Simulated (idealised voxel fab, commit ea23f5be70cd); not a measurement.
process module | voxel self aligned contacts
cross-section cut | 290 nm wide | cells 5 nm
A cross-section is a grid of square cells, given in bands from the top down. A band is one or more rows of cells.
Each band's line starts with the height of the band's top and of its bottom, in nm. Then come its materials from left to right, each with its width in nm. One material with "throughout" fills the band from edge to edge. "air" is empty space.
Height 0 is the level under which the wafer as received is all one material. The lowest band goes on downwards, as in "0 down".
A width such as "30 to 40" changes by the same amount from each row of cells to the next, from the band's top row to its bottom row.
"no change" after a step means that no cell of the cross-section changed.
closed voids: empty space of 8 cells or more with no open way to the top, each as width x height at its distance from the left edge, in nm
after a step's settings: what the simulator itself notes on the step
overlay nm, on a step with a mask: how far to the right of its planned place the mask lay; to the left if negative
Each pair below shows a cross-section before one step and the cross-section after it, down to the lowest band that changed. The line under each pair gives the step between them, with its settings. The pairs can come from different runs of this module on the same starting wafer, so a pair continues from the pair above only where its "before" says so.
before
  0 down: Si throughout
  closed voids: none
after
  5 to 0: SiO2 throughout
  below 0: unchanged
  closed voids: none
the step between: op CONFORMAL_DEP | material SiO2 | thk nm 5
before: the cross-section after the pair above
after
  30 to 5: polySi throughout
  below 5: unchanged
  closed voids: none
the step between: op DIRECTIONAL_DEP | material polySi | thk nm 25
before: the cross-section after the pair above
after
  50 to 30: SiN throughout
  below 30: unchanged
  closed voids: none
the step between: op DIRECTIONAL_DEP | material SiN | thk nm 20
before: the cross-section after the pair above
after
  60 to 50: aC throughout
  below 50: unchanged
  closed voids: none
the step between: op DIRECTIONAL_DEP | material aC | thk nm 10
before: the cross-section after the pair above
after
  85 to 60: air 45 | resist 35 | air 45 | resist 35 | air 45 | resist 35 | air 50
  below 60: unchanged
  closed voids: none
the step between: op PATTERN | tone cover | mask id GATE | material resist | width nm 35 | pitch nm 80 | thk nm 25 | overlay nm 0
before: the cross-section after the pair above
after
  75 to 60: air 45 | resist 35 | air 45 | resist 35 | air 45 | resist 35 | air 50
  60 to 50: air 45 | aC 35 | air 45 | aC 35 | air 45 | aC 35 | air 50
  below 50: unchanged
  closed voids: none
the step between: op DIRECTIONAL_ETCH | etch materials aC | depth nm 10
before: the cross-section after the pair above
after
  60 to 50: air 45 | aC 35 | air 45 | aC 35 | air 45 | aC 35 | air 50
  below 50: unchanged
  closed voids: none
the step between: op STRIP | etch materials resist
before: the cross-section after the pair above
after
  60 to 50: air 45 | aC 35 | air 45 | aC 35 | air 45 | aC 35 | air 50
  50 to 30: air 45 | SiN 35 | air 45 | SiN 35 | air 45 | SiN 35 | air 50
  below 30: unchanged
  closed voids: none
the step between: op DIRECTIONAL_ETCH | etch materials SiN | depth nm 20
before: the cross-section after the pair above
after
  60 to 50: air 45 | aC 35 | air 45 | aC 35 | air 45 | aC 35 | air 50
  50 to 30: air 45 | SiN 35 | air 45 | SiN 35 | air 45 | SiN 35 | air 50
  30 to 5: air 45 | polySi 35 | air 45 | polySi 35 | air 45 | polySi 35 | air 50
  below 5: unchanged
  closed voids: none
the step between: op DIRECTIONAL_ETCH | etch materials polySi | depth nm 25
before: the cross-section after the pair above
after
  50 to 30: air 45 | SiN 35 | air 45 | SiN 35 | air 45 | SiN 35 | air 50
  below 30: unchanged
  closed voids: none
the step between: op STRIP | etch materials aC
before: the cross-section after the pair above
after
  60 to 30: air 35 | SiN 55 | air 25 | SiN 55 | air 25 | SiN 55 | air 40
  30 to 15: air 35 | SiN 10 | polySi 35 | SiN 10 | air 25 | SiN 10 | polySi 35 | SiN 10 | air 25 | SiN 10 | polySi 35 | SiN 10 | air 40
  15 to 5: SiN 45 | polySi 35 | SiN 45 | polySi 35 | SiN 45 | polySi 35 | SiN 50
  below 5: unchanged
  closed voids: none
the step between: op CONFORMAL_DEP | material SiN | thk nm 10
before: the cross-section after the pair above
after
  50 to 30: air 35 | SiN 55 | air 25 | SiN 55 | air 25 | SiN 55 | air 40
  30 to 5: air 35 | SiN 10 | polySi 35 | SiN 10 | air 25 | SiN 10 | polySi 35 | SiN 10 | air 25 | SiN 10 | polySi 35 | SiN 10 | air 40
  below 5: unchanged
  closed voids: none
the step between: op DIRECTIONAL_ETCH | etch materials SiN | depth nm 10
before: the cross-section after the pair above
after
  65 to 50: SiO2 throughout
  50 to 30: SiO2 35 | SiN 55 | SiO2 25 | SiN 55 | SiO2 25 | SiN 55 | SiO2 40
  30 to 5: SiO2 35 | SiN 10 | polySi 35 | SiN 10 | SiO2 25 | SiN 10 | polySi 35 | SiN 10 | SiO2 25 | SiN 10 | polySi 35 | SiN 10 | SiO2 40
  below 5: unchanged
  closed voids: none
the step between: op FILL_DEP | material SiO2 | thk nm 15
before: the cross-section after the pair above
after
  55 to 50: SiO2 throughout
  below 50: unchanged
  closed voids: none
the step between: op CMP | height nm 55
before: the cross-section after the pair above
after
  55 to 50: SiO2 70 | air 65 | SiO2 15 | air 65 | SiO2 75
  50 to 30: SiO2 35 | SiN 55 | air 25 | SiN 55 | air 25 | SiN 55 | SiO2 40
  30 to 5: SiO2 35 | SiN 10 | polySi 35 | SiN 10 | air 25 | SiN 10 | polySi 35 | SiN 10 | air 25 | SiN 10 | polySi 35 | SiN 10 | SiO2 40
  5 to 0: SiO2 90 | air 25 | SiO2 55 | air 25 | SiO2 95
  below 0: unchanged
  closed voids: none
the step between: op MASKED_ETCH | tone open | mask id CONTACT | width nm 65 | pitch nm 80 | etch materials SiO2 | depth nm 55 | overlay nm 0
before: the cross-section after the pair above
after
  60 to 55: TiN 75 | air 55 | TiN 25 | air 55 | TiN 80
  55 to 50: SiO2 70 | TiN 25 | air 15 | TiN 25 | SiO2 15 | TiN 25 | air 15 | TiN 25 | SiO2 75
  50 to 30: SiO2 35 | SiN 55 | TiN 5 | air 15 | TiN 5 | SiN 55 | TiN 5 | air 15 | TiN 5 | SiN 55 | SiO2 40
  30 to 5: SiO2 35 | SiN 10 | polySi 35 | SiN 10 | TiN 5 | air 15 | TiN 5 | SiN 10 | polySi 35 | SiN 10 | TiN 5 | air 15 | TiN 5 | SiN 10 | polySi 35 | SiN 10 | SiO2 40
  5 to 0: SiO2 90 | TiN 25 | SiO2 55 | TiN 25 | SiO2 95
  below 0: unchanged
  closed voids: none
the step between: op CONFORMAL_DEP | material TiN | thk nm 5
before: the cross-section after the pair above
after
  65 to 60: W throughout
  60 to 55: TiN 75 | W 55 | TiN 25 | W 55 | TiN 80
  55 to 50: SiO2 70 | TiN 25 | W 15 | TiN 25 | SiO2 15 | TiN 25 | W 15 | TiN 25 | SiO2 75
  50 to 30: SiO2 35 | SiN 55 | TiN 5 | W 15 | TiN 5 | SiN 55 | TiN 5 | W 15 | TiN 5 | SiN 55 | SiO2 40
  30 to 5: SiO2 35 | SiN 10 | polySi 35 | SiN 10 | TiN 5 | W 15 | TiN 5 | SiN 10 | polySi 35 | SiN 10 | TiN 5 | W 15 | TiN 5 | SiN 10 | polySi 35 | SiN 10 | SiO2 40
  below 5: unchanged
  closed voids: none
the step between: op FILL_DEP | material W | thk nm 5
before: the cross-section after the pair above
after
  55 to 50: SiO2 70 | TiN 25 | W 15 | TiN 25 | SiO2 15 | TiN 25 | W 15 | TiN 25 | SiO2 75
  below 50: unchanged
  closed voids: none
the step between: op CMP | height nm 55
before: the cross-section after the pair above
after
  60 to 55: SiN throughout
  below 55: unchanged
  closed voids: none
the step between: op CONFORMAL_DEP | material SiN | thk nm 5
before
  0 down: Si throughout
  closed voids: none
after
  25 to 0: polySi throughout
  below 0: unchanged
  closed voids: none
the step between: op DIRECTIONAL_DEP | material polySi | thk nm 25
before: the cross-section after the pair above
after
  45 to 25: SiN throughout
  below 25: unchanged
  closed voids: none
the step between: op DIRECTIONAL_DEP | material SiN | thk nm 20
before: the cross-section after the pair above
after
  55 to 45: aC throughout
  below 45: unchanged
  closed voids: none
the step between: op DIRECTIONAL_DEP | material aC | thk nm 10
before: the cross-section after the pair above
after
  80 to 55: air 45 | resist 35 | air 45 | resist 35 | air 45 | resist 35 | air 50
  below 55: unchanged
  closed voids: none
the step between: op PATTERN | tone cover | mask id GATE | material resist | width nm 35 | pitch nm 80 | thk nm 25 | overlay nm 0
before: the cross-section after the pair above
after
  70 to 55: air 45 | resist 35 | air 45 | resist 35 | air 45 | resist 35 | air 50
  55 to 45: air 45 | aC 35 | air 45 | aC 35 | air 45 | aC 35 | air 50
  below 45: unchanged
  closed voids: none
the step between: op DIRECTIONAL_ETCH | etch materials aC | depth nm 10
before: the cross-section after the pair above
after
  55 to 45: air 45 | aC 35 | air 45 | aC 35 | air 45 | aC 35 | air 50
  below 45: unchanged
  closed voids: none
the step between: op STRIP | etch materials resist
before: the cross-section after the pair above
after
  55 to 45: air 45 | aC 35 | air 45 | aC 35 | air 45 | aC 35 | air 50
  45 to 25: air 45 | SiN 35 | air 45 | SiN 35 | air 45 | SiN 35 | air 50
  below 25: unchanged
  closed voids: none
the step between: op DIRECTIONAL_ETCH | etch materials SiN | depth nm 20
before: the cross-section after the pair above
after
  55 to 45: air 45 | aC 35 | air 45 | aC 35 | air 45 | aC 35 | air 50
  45 to 25: air 45 | SiN 35 | air 45 | SiN 35 | air 45 | SiN 35 | air 50
  25 to 0: air 45 | polySi 35 | air 45 | polySi 35 | air 45 | polySi 35 | air 50
  below 0: unchanged
  closed voids: none
the step between: op DIRECTIONAL_ETCH | etch materials polySi | depth nm 25
before: the cross-section after the pair above
after
  45 to 25: air 45 | SiN 35 | air 45 | SiN 35 | air 45 | SiN 35 | air 50
  below 25: unchanged
  closed voids: none
the step between: op STRIP | etch materials aC
before: the cross-section after the pair above
after
  55 to 25: air 35 | SiN 55 | air 25 | SiN 55 | air 25 | SiN 55 | air 40
  25 to 10: air 35 | SiN 10 | polySi 35 | SiN 10 | air 25 | SiN 10 | polySi 35 | SiN 10 | air 25 | SiN 10 | polySi 35 | SiN 10 | air 40
  10 to 0: SiN 45 | polySi 35 | SiN 45 | polySi 35 | SiN 45 | polySi 35 | SiN 50
  below 0: unchanged
  closed voids: none
the step between: op CONFORMAL_DEP | material SiN | thk nm 10
before: the cross-section after the pair above
after
  45 to 25: air 35 | SiN 55 | air 25 | SiN 55 | air 25 | SiN 55 | air 40
  25 to 0: air 35 | SiN 10 | polySi 35 | SiN 10 | air 25 | SiN 10 | polySi 35 | SiN 10 | air 25 | SiN 10 | polySi 35 | SiN 10 | air 40
  below 0: unchanged
  closed voids: none
the step between: op DIRECTIONAL_ETCH | etch materials SiN | depth nm 10
before: the cross-section after the pair above
after
  60 to 45: SiO2 throughout
  45 to 25: SiO2 35 | SiN 55 | SiO2 25 | SiN 55 | SiO2 25 | SiN 55 | SiO2 40
  25 to 0: SiO2 35 | SiN 10 | polySi 35 | SiN 10 | SiO2 25 | SiN 10 | polySi 35 | SiN 10 | SiO2 25 | SiN 10 | polySi 35 | SiN 10 | SiO2 40
  below 0: unchanged
  closed voids: none
the step between: op FILL_DEP | material SiO2 | thk nm 15
before: the cross-section after the pair above
after
  55 to 45: SiO2 throughout
  below 45: unchanged
  closed voids: none
the step between: op CMP | height nm 55
before: the cross-section after the pair above
after
  55 to 45: SiO2 70 | air 65 | SiO2 15 | air 65 | SiO2 75
  45 to 25: SiO2 35 | SiN 55 | air 25 | SiN 55 | air 25 | SiN 55 | SiO2 40
  25 to 0: SiO2 35 | SiN 10 | polySi 35 | SiN 10 | air 25 | SiN 10 | polySi 35 | SiN 10 | air 25 | SiN 10 | polySi 35 | SiN 10 | SiO2 40
  below 0: unchanged
  closed voids: none
the step between: op MASKED_ETCH | tone open | mask id CONTACT | width nm 65 | pitch nm 80 | etch materials SiO2 | depth nm 55 | overlay nm 0
before: the cross-section after the pair above
after
  60 to 55: TiN 75 | air 55 | TiN 25 | air 55 | TiN 80
  55 to 45: SiO2 70 | TiN 5 to 25 | air 55 to 15 | TiN 5 to 25 | SiO2 15 | TiN 5 to 25 | air 55 to 15 | TiN 5 to 25 | SiO2 75
  45 to 25: SiO2 35 | SiN 55 | TiN 5 | air 15 | TiN 5 | SiN 55 | TiN 5 | air 15 | TiN 5 | SiN 55 | SiO2 40
  25 to 5: SiO2 35 | SiN 10 | polySi 35 | SiN 10 | TiN 5 | air 15 | TiN 5 | SiN 10 | polySi 35 | SiN 10 | TiN 5 | air 15 | TiN 5 | SiN 10 | polySi 35 | SiN 10 | SiO2 40
  5 to 0: SiO2 35 | SiN 10 | polySi 35 | SiN 10 | TiN 25 | SiN 10 | polySi 35 | SiN 10 | TiN 25 | SiN 10 | polySi 35 | SiN 10 | SiO2 40
  below 0: unchanged
  closed voids: none
the step between: op CONFORMAL_DEP | material TiN | thk nm 5
before: the cross-section after the pair above
after
  65 to 60: W throughout
  60 to 55: TiN 75 | W 55 | TiN 25 | W 55 | TiN 80
  55 to 45: SiO2 70 | TiN 5 to 25 | W 55 to 15 | TiN 5 to 25 | SiO2 15 | TiN 5 to 25 | W 55 to 15 | TiN 5 to 25 | SiO2 75
  45 to 25: SiO2 35 | SiN 55 | TiN 5 | W 15 | TiN 5 | SiN 55 | TiN 5 | W 15 | TiN 5 | SiN 55 | SiO2 40
  25 to 5: SiO2 35 | SiN 10 | polySi 35 | SiN 10 | TiN 5 | W 15 | TiN 5 | SiN 10 | polySi 35 | SiN 10 | TiN 5 | W 15 | TiN 5 | SiN 10 | polySi 35 | SiN 10 | SiO2 40
  below 5: unchanged
  closed voids: none
the step between: op FILL_DEP | material W | thk nm 5
before: the cross-section after the pair above
after
  55 to 45: SiO2 70 | TiN 5 to 25 | W 55 to 15 | TiN 5 to 25 | SiO2 15 | TiN 5 to 25 | W 55 to 15 | TiN 5 to 25 | SiO2 75
  below 45: unchanged
  closed voids: none
the step between: op CMP | height nm 55
before: the cross-section after the pair above
after
  60 to 55: SiN throughout
  below 55: unchanged
  closed voids: none
the step between: op CONFORMAL_DEP | material SiN | thk nm 5
before
  30 to 5: polySi throughout
  5 to 0: SiO2 throughout
  0 down: Si throughout
  closed voids: none
after
  55 to 5: polySi throughout
  below 5: unchanged
  closed voids: none
the step between: op DIRECTIONAL_DEP | material polySi | thk nm 25
before: the cross-section after the pair above
after
  75 to 55: SiN throughout
  below 55: unchanged
  closed voids: none
the step between: op DIRECTIONAL_DEP | material SiN | thk nm 20
before: the cross-section after the pair above
after
  85 to 75: aC throughout
  below 75: unchanged
  closed voids: none
the step between: op DIRECTIONAL_DEP | material aC | thk nm 10
before: the cross-section after the pair above
after
  110 to 85: air 45 | resist 35 | air 45 | resist 35 | air 45 | resist 35 | air 50
  below 85: unchanged
  closed voids: none
the step between: op PATTERN | tone cover | mask id GATE | material resist | width nm 35 | pitch nm 80 | thk nm 25 | overlay nm 0
before: the cross-section after the pair above
after
  100 to 85: air 45 | resist 35 | air 45 | resist 35 | air 45 | resist 35 | air 50
  85 to 75: air 45 | aC 35 | air 45 | aC 35 | air 45 | aC 35 | air 50
  below 75: unchanged
  closed voids: none
the step between: op DIRECTIONAL_ETCH | etch materials aC | depth nm 10
before: the cross-section after the pair above
after
  85 to 75: air 45 | aC 35 | air 45 | aC 35 | air 45 | aC 35 | air 50
  below 75: unchanged
  closed voids: none
the step between: op STRIP | etch materials resist
before: the cross-section after the pair above
after
  85 to 75: air 45 | aC 35 | air 45 | aC 35 | air 45 | aC 35 | air 50
  75 to 55: air 45 | SiN 35 | air 45 | SiN 35 | air 45 | SiN 35 | air 50
  below 55: unchanged
  closed voids: none
the step between: op DIRECTIONAL_ETCH | etch materials SiN | depth nm 20
before: the cross-section after the pair above
after
  85 to 75: air 45 | aC 35 | air 45 | aC 35 | air 45 | aC 35 | air 50
  75 to 55: air 45 | SiN 35 | air 45 | SiN 35 | air 45 | SiN 35 | air 50
  55 to 30: air 45 | polySi 35 | air 45 | polySi 35 | air 45 | polySi 35 | air 50
  below 30: unchanged
  closed voids: none
the step between: op DIRECTIONAL_ETCH | etch materials polySi | depth nm 25
before: the cross-section after the pair above
after
  75 to 55: air 45 | SiN 35 | air 45 | SiN 35 | air 45 | SiN 35 | air 50
  below 55: unchanged
  closed voids: none
the step between: op STRIP | etch materials aC
before: the cross-section after the pair above
after
  85 to 55: air 35 | SiN 55 | air 25 | SiN 55 | air 25 | SiN 55 | air 40
  55 to 40: air 35 | SiN 10 | polySi 35 | SiN 10 | air 25 | SiN 10 | polySi 35 | SiN 10 | air 25 | SiN 10 | polySi 35 | SiN 10 | air 40
  40 to 30: SiN 45 | polySi 35 | SiN 45 | polySi 35 | SiN 45 | polySi 35 | SiN 50
  below 30: unchanged
  closed voids: none
the step between: op CONFORMAL_DEP | material SiN | thk nm 10
before: the cross-section after the pair above
after
  75 to 55: air 35 | SiN 55 | air 25 | SiN 55 | air 25 | SiN 55 | air 40
  55 to 30: air 35 | SiN 10 | polySi 35 | SiN 10 | air 25 | SiN 10 | polySi 35 | SiN 10 | air 25 | SiN 10 | polySi 35 | SiN 10 | air 40
  below 30: unchanged
  closed voids: none
the step between: op DIRECTIONAL_ETCH | etch materials SiN | depth nm 10
before: the cross-section after the pair above
after
  90 to 75: SiO2 throughout
  75 to 55: SiO2 35 | SiN 55 | SiO2 25 | SiN 55 | SiO2 25 | SiN 55 | SiO2 40
  55 to 30: SiO2 35 | SiN 10 | polySi 35 | SiN 10 | SiO2 25 | SiN 10 | polySi 35 | SiN 10 | SiO2 25 | SiN 10 | polySi 35 | SiN 10 | SiO2 40
  below 30: unchanged
  closed voids: none
the step between: op FILL_DEP | material SiO2 | thk nm 15
before: the cross-section after the pair above
after
  55 to 30: SiO2 35 | SiN 10 | polySi 35 | SiN 10 | SiO2 25 | SiN 10 | polySi 35 | SiN 10 | SiO2 25 | SiN 10 | polySi 35 | SiN 10 | SiO2 40
  below 30: unchanged
  closed voids: none
the step between: op CMP | height nm 55
before: the cross-section after the pair above
after
  55 to 30: SiO2 35 | SiN 10 | polySi 35 | SiN 10 | air 25 | SiN 10 | polySi 35 | SiN 10 | air 25 | SiN 10 | polySi 35 | SiN 10 | SiO2 40
  below 30: unchanged
  closed voids: none
the step between: op MASKED_ETCH | tone open | mask id CONTACT | width nm 65 | pitch nm 80 | etch materials SiO2 | depth nm 55 | overlay nm 0
before: the cross-section after the pair above
after
  60 to 55: TiN 95 | air 15 | TiN 65 | air 15 | TiN 100
  55 to 35: SiO2 35 | SiN 10 | polySi 35 | SiN 10 | TiN 5 | air 15 | TiN 5 | SiN 10 | polySi 35 | SiN 10 | TiN 5 | air 15 | TiN 5 | SiN 10 | polySi 35 | SiN 10 | SiO2 40
  35 to 30: SiO2 35 | SiN 10 | polySi 35 | SiN 10 | TiN 25 | SiN 10 | polySi 35 | SiN 10 | TiN 25 | SiN 10 | polySi 35 | SiN 10 | SiO2 40
  below 30: unchanged
  closed voids: none
the step between: op CONFORMAL_DEP | material TiN | thk nm 5
before: the cross-section after the pair above
after
  65 to 60: W throughout
  60 to 55: TiN 95 | W 15 | TiN 65 | W 15 | TiN 100
  55 to 35: SiO2 35 | SiN 10 | polySi 35 | SiN 10 | TiN 5 | W 15 | TiN 5 | SiN 10 | polySi 35 | SiN 10 | TiN 5 | W 15 | TiN 5 | SiN 10 | polySi 35 | SiN 10 | SiO2 40
  below 35: unchanged
  closed voids: none
the step between: op FILL_DEP | material W | thk nm 5
before: the cross-section after the pair above
after
  55 to 35: SiO2 35 | SiN 10 | polySi 35 | SiN 10 | TiN 5 | W 15 | TiN 5 | SiN 10 | polySi 35 | SiN 10 | TiN 5 | W 15 | TiN 5 | SiN 10 | polySi 35 | SiN 10 | SiO2 40
  below 35: unchanged
  closed voids: none
the step between: op CMP | height nm 55
before: the cross-section after the pair above
after
  60 to 55: SiN throughout
  below 55: unchanged
  closed voids: none
the step between: op CONFORMAL_DEP | material SiN | thk nm 5
before
  5 to 0: SiO2 throughout
  0 down: Si throughout
  closed voids: none
after
  25 to 5: SiN throughout
  below 5: unchanged
  closed voids: none
the step between: op DIRECTIONAL_DEP | material SiN | thk nm 20
before: the cross-section after the pair above
after
  50 to 25: polySi throughout
  below 25: unchanged
  closed voids: none
the step between: op DIRECTIONAL_DEP | material polySi | thk nm 25
before: the cross-section after the pair above
after
  60 to 50: aC throughout
  below 50: unchanged
  closed voids: none
the step between: op DIRECTIONAL_DEP | material aC | thk nm 10
before: the cross-section after the pair above
after
  85 to 60: air 45 | resist 35 | air 45 | resist 35 | air 45 | resist 35 | air 50
  below 60: unchanged
  closed voids: none
the step between: op PATTERN | tone cover | mask id GATE | material resist | width nm 35 | pitch nm 80 | thk nm 25 | overlay nm 0
before: the cross-section after the pair above
after
  75 to 60: air 45 | resist 35 | air 45 | resist 35 | air 45 | resist 35 | air 50
  60 to 50: air 45 | aC 35 | air 45 | aC 35 | air 45 | aC 35 | air 50
  below 50: unchanged
  closed voids: none
the step between: op DIRECTIONAL_ETCH | etch materials aC | depth nm 10
before: the cross-section after the pair above
after
  60 to 50: air 45 | aC 35 | air 45 | aC 35 | air 45 | aC 35 | air 50
  below 50: unchanged
  closed voids: none
the step between: op STRIP | etch materials resist
before: the cross-section after the pair above
after
  60 to 50: air 45 | aC 35 | air 45 | aC 35 | air 45 | aC 35 | air 50
  50 to 25: air 45 | polySi 35 | air 45 | polySi 35 | air 45 | polySi 35 | air 50
  below 25: unchanged
  closed voids: none
the step between: op DIRECTIONAL_ETCH | etch materials polySi | depth nm 25
before: the cross-section after the pair above
after
  50 to 25: air 45 | polySi 35 | air 45 | polySi 35 | air 45 | polySi 35 | air 50
  below 25: unchanged
  closed voids: none
the step between: op STRIP | etch materials aC
before: the cross-section after the pair above
after
  60 to 50: air 35 | SiN 55 | air 25 | SiN 55 | air 25 | SiN 55 | air 40
  50 to 35: air 35 | SiN 10 | polySi 35 | SiN 10 | air 25 | SiN 10 | polySi 35 | SiN 10 | air 25 | SiN 10 | polySi 35 | SiN 10 | air 40
  35 to 25: SiN 45 | polySi 35 | SiN 45 | polySi 35 | SiN 45 | polySi 35 | SiN 50
  below 25: unchanged
  closed voids: none
the step between: op CONFORMAL_DEP | material SiN | thk nm 10
before: the cross-section after the pair above
after
  50 to 25: air 35 | SiN 10 | polySi 35 | SiN 10 | air 25 | SiN 10 | polySi 35 | SiN 10 | air 25 | SiN 10 | polySi 35 | SiN 10 | air 40
  below 25: unchanged
  closed voids: none
the step between: op DIRECTIONAL_ETCH | etch materials SiN | depth nm 10
before: the cross-section after the pair above
after
  65 to 50: SiO2 throughout
  50 to 25: SiO2 35 | SiN 10 | polySi 35 | SiN 10 | SiO2 25 | SiN 10 | polySi 35 | SiN 10 | SiO2 25 | SiN 10 | polySi 35 | SiN 10 | SiO2 40
  below 25: unchanged
  closed voids: none
the step between: op FILL_DEP | material SiO2 | thk nm 15
before: the cross-section after the pair above
after
  55 to 50: SiO2 throughout
  below 50: unchanged
  closed voids: none
the step between: op CMP | height nm 55
before: the cross-section after the pair above
after
  55 to 50: SiO2 70 | air 65 | SiO2 15 | air 65 | SiO2 75
  50 to 25: SiO2 35 | SiN 10 | polySi 35 | SiN 10 | air 25 | SiN 10 | polySi 35 | SiN 10 | air 25 | SiN 10 | polySi 35 | SiN 10 | SiO2 40
  below 25: unchanged
  closed voids: none
the step between: op MASKED_ETCH | tone open | mask id CONTACT | width nm 65 | pitch nm 80 | etch materials SiO2 | depth nm 55 | overlay nm 0
before: the cross-section after the pair above
after
  60 to 55: TiN 75 | air 55 | TiN 25 | air 55 | TiN 80
  55 to 50: SiO2 70 | TiN 25 | air 15 | TiN 25 | SiO2 15 | TiN 25 | air 15 | TiN 25 | SiO2 75
  50 to 30: SiO2 35 | SiN 10 | polySi 35 | SiN 10 | TiN 5 | air 15 | TiN 5 | SiN 10 | polySi 35 | SiN 10 | TiN 5 | air 15 | TiN 5 | SiN 10 | polySi 35 | SiN 10 | SiO2 40
  30 to 25: SiO2 35 | SiN 10 | polySi 35 | SiN 10 | TiN 25 | SiN 10 | polySi 35 | SiN 10 | TiN 25 | SiN 10 | polySi 35 | SiN 10 | SiO2 40
  below 25: unchanged
  closed voids: none
the step between: op CONFORMAL_DEP | material TiN | thk nm 5
before: the cross-section after the pair above
after
  65 to 60: W throughout
  60 to 55: TiN 75 | W 55 | TiN 25 | W 55 | TiN 80
  55 to 50: SiO2 70 | TiN 25 | W 15 | TiN 25 | SiO2 15 | TiN 25 | W 15 | TiN 25 | SiO2 75
  50 to 30: SiO2 35 | SiN 10 | polySi 35 | SiN 10 | TiN 5 | W 15 | TiN 5 | SiN 10 | polySi 35 | SiN 10 | TiN 5 | W 15 | TiN 5 | SiN 10 | polySi 35 | SiN 10 | SiO2 40
  below 30: unchanged
  closed voids: none
the step between: op FILL_DEP | material W | thk nm 5
before: the cross-section after the pair above
after
  55 to 50: SiO2 70 | TiN 25 | W 15 | TiN 25 | SiO2 15 | TiN 25 | W 15 | TiN 25 | SiO2 75
  below 50: unchanged
  closed voids: none
the step between: op CMP | height nm 55
before: the cross-section after the pair above
after
  60 to 55: SiN throughout
  below 55: unchanged
  closed voids: none
the step between: op CONFORMAL_DEP | material SiN | thk nm 5
before
  50 to 30: air 45 | SiN 35 | air 45 | SiN 35 | air 45 | SiN 35 | air 50
  30 to 5: air 45 | polySi 35 | air 45 | polySi 35 | air 45 | polySi 35 | air 50
  5 to 0: SiO2 throughout
  0 down: Si throughout
  closed voids: none
after
  65 to 30: air 30 | SiN 65 | air 15 | SiN 65 | air 15 | SiN 65 | air 35
  30 to 20: air 30 | SiN 15 | polySi 35 | SiN 15 | air 15 | SiN 15 | polySi 35 | SiN 15 | air 15 | SiN 15 | polySi 35 | SiN 15 | air 35
  20 to 5: SiN 45 | polySi 35 | SiN 45 | polySi 35 | SiN 45 | polySi 35 | SiN 50
  below 5: unchanged
  closed voids: none
the step between: op CONFORMAL_DEP | material SiN | thk nm 15
before: the cross-section after the pair above
after
  55 to 30: air 30 | SiN 65 | air 15 | SiN 65 | air 15 | SiN 65 | air 35
  30 to 10: air 30 | SiN 15 | polySi 35 | SiN 15 | air 15 | SiN 15 | polySi 35 | SiN 15 | air 15 | SiN 15 | polySi 35 | SiN 15 | air 35
  below 10: unchanged
  closed voids: none
the step between: op DIRECTIONAL_ETCH | etch materials SiN | depth nm 10
before: the cross-section after the pair above
after
  70 to 55: SiO2 throughout
  55 to 30: SiO2 30 | SiN 65 | SiO2 15 | SiN 65 | SiO2 15 | SiN 65 | SiO2 35
  30 to 10: SiO2 30 | SiN 15 | polySi 35 | SiN 15 | SiO2 15 | SiN 15 | polySi 35 | SiN 15 | SiO2 15 | SiN 15 | polySi 35 | SiN 15 | SiO2 35
  below 10: unchanged
  closed voids: none
the step between: op FILL_DEP | material SiO2 | thk nm 15
before: the cross-section after the pair above
after
  55 to 30: SiO2 30 | SiN 65 | SiO2 15 | SiN 65 | SiO2 15 | SiN 65 | SiO2 35
  below 30: unchanged
  closed voids: none
the step between: op CMP | height nm 55
before: the cross-section after the pair above
after
  55 to 30: SiO2 30 | SiN 65 | air 15 | SiN 65 | air 15 | SiN 65 | SiO2 35
  30 to 10: SiO2 30 | SiN 15 | polySi 35 | SiN 15 | air 15 | SiN 15 | polySi 35 | SiN 15 | air 15 | SiN 15 | polySi 35 | SiN 15 | SiO2 35
  below 10: unchanged
  closed voids: none
the step between: op MASKED_ETCH | tone open | mask id CONTACT | width nm 65 | pitch nm 80 | etch materials SiO2 | depth nm 55 | overlay nm 0
before: the cross-section after the pair above
after
  60 to 55: TiN 100 | air 5 | TiN 75 | air 5 | TiN 105
  55 to 30: SiO2 30 | SiN 65 | TiN 5 | air 5 | TiN 5 | SiN 65 | TiN 5 | air 5 | TiN 5 | SiN 65 | SiO2 35
  30 to 15: SiO2 30 | SiN 15 | polySi 35 | SiN 15 | TiN 5 | air 5 | TiN 5 | SiN 15 | polySi 35 | SiN 15 | TiN 5 | air 5 | TiN 5 | SiN 15 | polySi 35 | SiN 15 | SiO2 35
  15 to 10: SiO2 30 | SiN 15 | polySi 35 | SiN 15 | TiN 15 | SiN 15 | polySi 35 | SiN 15 | TiN 15 | SiN 15 | polySi 35 | SiN 15 | SiO2 35
  below 10: unchanged
  closed voids: none
the step between: op CONFORMAL_DEP | material TiN | thk nm 5
before: the cross-section after the pair above
after
  65 to 60: W throughout
  60 to 55: TiN 100 | W 5 | TiN 75 | W 5 | TiN 105
  55 to 30: SiO2 30 | SiN 65 | TiN 5 | W 5 | TiN 5 | SiN 65 | TiN 5 | W 5 | TiN 5 | SiN 65 | SiO2 35
  30 to 15: SiO2 30 | SiN 15 | polySi 35 | SiN 15 | TiN 5 | W 5 | TiN 5 | SiN 15 | polySi 35 | SiN 15 | TiN 5 | W 5 | TiN 5 | SiN 15 | polySi 35 | SiN 15 | SiO2 35
  below 15: unchanged
  closed voids: none
the step between: op FILL_DEP | material W | thk nm 5
before: the cross-section after the pair above
after
  55 to 30: SiO2 30 | SiN 65 | TiN 5 | W 5 | TiN 5 | SiN 65 | TiN 5 | W 5 | TiN 5 | SiN 65 | SiO2 35
  below 30: unchanged
  closed voids: none
the step between: op CMP | height nm 55
before: the cross-section after the pair above
after
  60 to 55: SiN throughout
  below 55: unchanged
  closed voids: none
the step between: op CONFORMAL_DEP | material SiN | thk nm 5
before
  60 to 50: aC throughout
  50 to 30: SiN throughout
  30 to 5: polySi throughout
  5 to 0: SiO2 throughout
  0 down: Si throughout
  closed voids: none
after
  85 to 60: air 50 | resist 30 | air 50 | resist 30 | air 50 | resist 30 | air 50
  below 60: unchanged
  closed voids: none
the step between: op PATTERN | tone cover | mask id GATE | material resist | width nm 30 | pitch nm 80 | thk nm 25 | overlay nm 0
before: the cross-section after the pair above
after
  75 to 60: air 50 | resist 30 | air 50 | resist 30 | air 50 | resist 30 | air 50
  60 to 50: air 50 | aC 30 | air 50 | aC 30 | air 50 | aC 30 | air 50
  below 50: unchanged
  closed voids: none
the step between: op DIRECTIONAL_ETCH | etch materials aC | depth nm 10
before: the cross-section after the pair above
after
  60 to 50: air 50 | aC 30 | air 50 | aC 30 | air 50 | aC 30 | air 50
  below 50: unchanged
  closed voids: none
the step between: op STRIP | etch materials resist
before: the cross-section after the pair above
after
  60 to 50: air 50 | aC 30 | air 50 | aC 30 | air 50 | aC 30 | air 50
  50 to 30: air 50 | SiN 30 | air 50 | SiN 30 | air 50 | SiN 30 | air 50
  below 30: unchanged
  closed voids: none
the step between: op DIRECTIONAL_ETCH | etch materials SiN | depth nm 20
